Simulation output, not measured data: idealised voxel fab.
process module | voxel plated lines
It is cross-section cut that appears here, measuring 155 nm in width, its square cells being 5 nm in size.
In what follows, cross-sections appear as grids of square cells, described through bands that run from the top down, where every band is one or more rows of cells. The entry gives the band's vertical extent as a top height and a bottom height in nm, then its horizontal make-up as materials from left to right, each with a width in nm. "air" stands for empty space; a single material marked "everywhere" fills the band edge to edge. Heights are expressed relative to 0, this being the level below which the as-received wafer comprises one material exclusively. The lowest band is unbounded in the downward direction and is denoted as in "from 0 down". Graded width ("30 to 40"): value in top row of band = first number; value in bottom row = second number; row-to-row change constant. Where the words "no modification" appear for a step, the cross-section shows no cell changed by that step; every cell remained as before. Non-vented voids: empty space of 8 cells or more with no open way to the top, each as width x height at its distance from the left edge, in nm. Past the settings on a step's line: simulator remark, on that step. Among the settings permitted on a step's line is "overlay nm"; applied to a step with a mask, it specifies the extent to which the mask lay to the right of its planned position, whereas a negative figure signifies a position to the left.
Planned process steps:
1: RECEIVE with material Si
2: CONFORMAL_DEP with material Al2O3, thk nm 15
3: DIRECTIONAL_DEP with material TiN, thk nm 5
4: PATTERN with tone open, mask id LINES, material resist, width nm 15, pitch nm 30, thk nm 40, overlay nm 0
5: EPI with material Ru, thk nm 10
6: EPI with material Ru, thk nm 5
7: EPI with material Ru, thk nm 5
8: STRIP with etch materials resist
9: DIRECTIONAL_ETCH with etch materials TiN, depth nm 5
10: CONFORMAL_DEP with material SiO2, thk nm 10
Cross-section of the wafer at receipt, which is the condition after step 1:
	from 0 down | Si everywhere
	Non-vented voids: none
Post-module cross-section of the first of two wafers (run per plan):
	from 50 to 40 | 45 of air  65 of SiO2  45 of air
	from 40 to 25 | 45 of air  10 of SiO2  15 of Ru  15 of SiO2  15 of Ru  10 of SiO2  45 of air
	from 25 to 20 | 55 of SiO2  15 of Ru  15 of SiO2  15 of Ru  55 of SiO2
	from 20 to 15 | 55 of SiO2  15 of TiN  15 of SiO2  15 of TiN  55 of SiO2
	from 15 to 0 | Al2O3 everywhere
	from 0 down | Si everywhere
	Non-vented voids: none
Second wafer cross-section at end of module - shared start and plan with the first, one mistake in the run:
	from 50 to 40 | SiO2 everywhere
	from 40 to 20 | 55 of Ru  15 of SiO2  15 of Ru  15 of SiO2  55 of Ru
	from 20 to 15 | 55 of TiN  15 of SiO2  15 of TiN  15 of SiO2  55 of TiN
	from 15 to 0 | Al2O3 everywhere
	from 0 down | Si everywhere
	Non-vented voids: none
What went wrong in running the wafer? step 4 was run on a setting that differed from the plan, and what really ran there is PATTERN with tone cover, mask id LINES, material resist, width nm 15, pitch nm 30, thk nm 40, overlay nm 0
Final difference in cells, second wafer against first, listed per material as more or fewer: 76 more of Ru | 5 fewer of SiO2 | 19 more of TiN
